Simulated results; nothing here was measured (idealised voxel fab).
The name of this process module is voxel trench capacitor.
Displayed cross-section: cut, width of 280 nm, square cells sized 5 nm.
Heads up, the way a cross-section reads in here is a grid of square cells, handed over as bands from the top down, with every band being one or more rows of cells. The band entry comprises the height of the band's top followed by the height of its bottom, expressed in nm, and subsequently the band's materials from left to right, each stated together with its width in nm. Where a single material is marked with the word "full width", that material fills the band from edge to edge. The word "empty" represents empty space. The level at which height equals 0 is the one under which the wafer, as it arrives, is entirely one material. No lower edge exists for the bottom band, which continues downward and is notated as in "z 0 and below". Note: "30->40" means the width goes from the first number (top row of the band) to the second number (bottom row) in equal steps per row of cells. For the purposes of this document, the phrase "same as before" attached to a step denotes that no cell within the cross-section was modified by that step. Basically, "Closed internal voids" tells you about the enclosed voids: empty spaces with no open way to the top, 8 cells or bigger, each written width x height at distance, where distance is from the left edge, all in nm. Whatever follows a step's settings on its line is a remark the simulator itself makes about that step. You can add "overlay nm" to a step's line. For a step with a mask, it describes how far the mask lay to the right of its planned position, and a negative number describes a lay to the left.
Process steps - plan
- 1: RECEIVE | material Si
- 2: CONFORMAL_DEP | material SiN | thk nm 10
- 3: MASKED_ETCH | tone open | mask id TRENCH | width nm 25 | pitch nm 55 | etch materials SiN | depth nm 10 | overlay nm 0
- 4: MASKED_ETCH | tone open | mask id TRENCH | width nm 25 | pitch nm 55 | etch materials Si | depth nm 30 | overlay nm 0
- 5: CONFORMAL_DEP | material SiO2 | thk nm 5
- 6: FILL_DEP | material polySi | thk nm 5
- 7: CMP | height nm 10
Cross-sectional view of the wafer in its as-received condition, corresponding to the state after step 1
    z 0 and below | Si full width
    Closed internal voids: none
First of two wafers: cross-section at end of module, run per plan
    z 10 to 0 | 45 of SiN / 5 of SiO2 / 15 of polySi / 5 of SiO2 / 30 of SiN / 5 of SiO2 / 15 of polySi / 5 of SiO2 / 30 of SiN / 5 of SiO2 / 15 of polySi / 5 of SiO2 / 30 of SiN / 5 of SiO2 / 15 of polySi / 5 of SiO2 / 45 of SiN
    z 0 to -25 | 45 of Si / 5 of SiO2 / 15 of polySi / 5 of SiO2 / 30 of Si / 5 of SiO2 / 15 of polySi / 5 of SiO2 / 30 of Si / 5 of SiO2 / 15 of polySi / 5 of SiO2 / 30 of Si / 5 of SiO2 / 15 of polySi / 5 of SiO2 / 45 of Si
    z -25 to -30 | 45 of Si / 25 of SiO2 / 30 of Si / 25 of SiO2 / 30 of Si / 25 of SiO2 / 30 of Si / 25 of SiO2 / 45 of Si
    z -30 and below | Si full width
    Closed internal voids: none
Cross-section, second wafer: same start as the first, same plan as the first, one mistake in running it; taken at the end of the module
    z 10 to 0 | 50 of SiN / 5 of SiO2 / 10 of polySi / 5 of SiO2 / 35 of SiN / 5 of SiO2 / 10 of polySi / 5 of SiO2 / 35 of SiN / 5 of SiO2 / 10 of polySi / 5 of SiO2 / 35 of SiN / 5 of SiO2 / 10 of polySi / 5 of SiO2 / 45 of SiN
    z 0 to -25 | 50 of Si / 5 of SiO2 / 10 of polySi / 5 of SiO2 / 35 of Si / 5 of SiO2 / 10 of polySi / 5 of SiO2 / 35 of Si / 5 of SiO2 / 10 of polySi / 5 of SiO2 / 35 of Si / 5 of SiO2 / 10 of polySi / 5 of SiO2 / 45 of Si
    z -25 to -30 | 50 of Si / 20 of SiO2 / 35 of Si / 20 of SiO2 / 35 of Si / 20 of SiO2 / 35 of Si / 20 of SiO2 / 45 of Si
    z -30 and below | Si full width
    Closed internal voids: none
Run error: step 3 was run on a setting that differed from the plan, and what really ran there is MASKED_ETCH | tone open | mask id TRENCH | width nm 20 | pitch nm 55 | etch materials SiN | depth nm 10 | overlay nm 0
Bottom line after processing is that, in cells, the second wafer is up or down on some materials versus the first: +24 Si; +8 SiN; -4 SiO2; -28 polySi
